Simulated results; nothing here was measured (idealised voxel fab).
Process module name: voxel air gaps
In the cross-section labelled cut, the width is 240 nm and each square cell is 5 nm.
For the purposes of this document, a cross-section shall be understood as a grid of square cells, specified as bands listed in top-to-bottom order, each band consisting of one or more rows of cells.
It is stipulated that each band's entry specify, in nanometres, the height of the top of the band and then that of its bottom, followed by the materials of the band in left-to-right sequence, each together with its width in nanometres. A single material marked by the word "full width" is understood to fill the band from edge to edge; the word "air" is understood to denote empty space.
We count height from 0. Below that, the starting wafer is all one material. The lowest band never ends at the bottom but goes on down; see "from 0 down" for how that is written.
The notation "30..40" denotes a width that varies across the rows of cells in the band, beginning at the first number in the top row, finishing at the second number in the bottom row, and changing by an identical amount from each row to the next.
Basically "nothing altered" means that step didn't change any cell in the cross-section.
Basically, "Closed cavity list" tells you about the enclosed voids: empty spaces with no open way to the top, 8 cells or bigger, each written width x height at distance, where distance is from the left edge, all in nm.
The remark found on a step's line after its settings is issued by the simulator itself and pertains to that step.
overlay nm: mask offset rightward from planned place, masked step; negative means leftward offset.

**These are the steps we planned for the process**
1) RECEIVE: material Si
2) CONFORMAL_DEP: material SiO2, thk nm 15
3) CONFORMAL_DEP: material SiCN, thk nm 5
4) DIRECTIONAL_DEP: material SiO2, thk nm 30
5) PATTERN: tone open, mask id LINES, material resist, width nm 20, pitch nm 45, thk nm 20, overlay nm 0
6) DIRECTIONAL_ETCH: etch materials SiO2, depth nm 30
7) STRIP: etch materials resist
8) CONFORMAL_DEP: material TiN, thk nm 5
9) FILL_DEP: material W, thk nm 10
10) CMP: height nm 50
11) EPI: material Ru, thk nm 10
12) SELECTIVE_ETCH: etch materials SiO2, depth nm 40
13) CONFORMAL_DEP: material SiCN, thk nm 5

**This is the cross-section of the wafer as we received it, i.e. after step 1**
from 0 down: Si full width
Closed cavity list: none

**First of two wafers at the end of the module, shown in cross-section; run carried out as planned**
from 65 to 60: air (25); SiCN (185); air (30)
from 60 to 50: air (25); SiCN (5); Ru (40); SiCN (5); Ru (40); SiCN (5); Ru (40); SiCN (5); Ru (40); SiCN (5); air (30)
from 50 to 45: air (25); SiCN (15); TiN (5); W (10); TiN (5); SiCN (25); TiN (5); W (10); TiN (5); SiCN (25); TiN (5); W (10); TiN (5); SiCN (25); TiN (5); W (10); TiN (5); SiCN (15); air (30)
from 45 to 25: air (35); SiCN (5); TiN (5); W (10); TiN (5); SiCN (5); air (15); SiCN (5); TiN (5); W (10); TiN (5); SiCN (5); air (15); SiCN (5); TiN (5); W (10); TiN (5); SiCN (5); air (15); SiCN (5); TiN (5); W (10); TiN (5); SiCN (5); air (40)
from 25 to 20: SiCN (40); TiN (20); SiCN (25); TiN (20); SiCN (25); TiN (20); SiCN (25); TiN (20); SiCN (45)
from 20 to 15: SiCN full width
from 15 to 0: SiO2 full width
from 0 down: Si full width
Closed cavity list: 15 x 20 at 65; 15 x 20 at 110; 15 x 20 at 155

**Second wafer of the two, sectioned at the end of the module. It began like the first and followed the same plan, but one mistake was made while running it**
from 65 to 60: air (25); SiCN (185); air (30)
from 60 to 50: air (25); SiCN (5); Ru (40); SiCN (5); Ru (40); SiCN (5); Ru (40); SiCN (5); Ru (40); SiCN (5); air (30)
from 50 to 45: air (25); SiCN (15); TiN (5); SiCN (10); TiN (5); SiCN (25); TiN (5); SiCN (10); TiN (5); SiCN (25); TiN (5); SiCN (10); TiN (5); SiCN (25); TiN (5); SiCN (10); TiN (5); SiCN (15); air (30)
from 45 to 25: air (35); SiCN (5); TiN (5); SiCN (10); TiN (5); SiCN (5); air (15); SiCN (5); TiN (5); SiCN (10); TiN (5); SiCN (5); air (15); SiCN (5); TiN (5); SiCN (10); TiN (5); SiCN (5); air (15); SiCN (5); TiN (5); SiCN (10); TiN (5); SiCN (5); air (40)
from 25 to 20: SiCN (40); TiN (20); SiCN (25); TiN (20); SiCN (25); TiN (20); SiCN (25); TiN (20); SiCN (45)
from 20 to 15: SiCN full width
from 15 to 0: SiO2 full width
from 0 down: Si full width
Closed cavity list: 15 x 20 at 65; 15 x 20 at 110; 15 x 20 at 155
What went wrong in running the wafer? step 9 ran with different settings than intended, the actual operation and settings being FILL_DEP: material SiCN, thk nm 10
Count the cells at the end and the second wafer has more or fewer of some materials than the first: 40 more of SiCN; 40 fewer of W
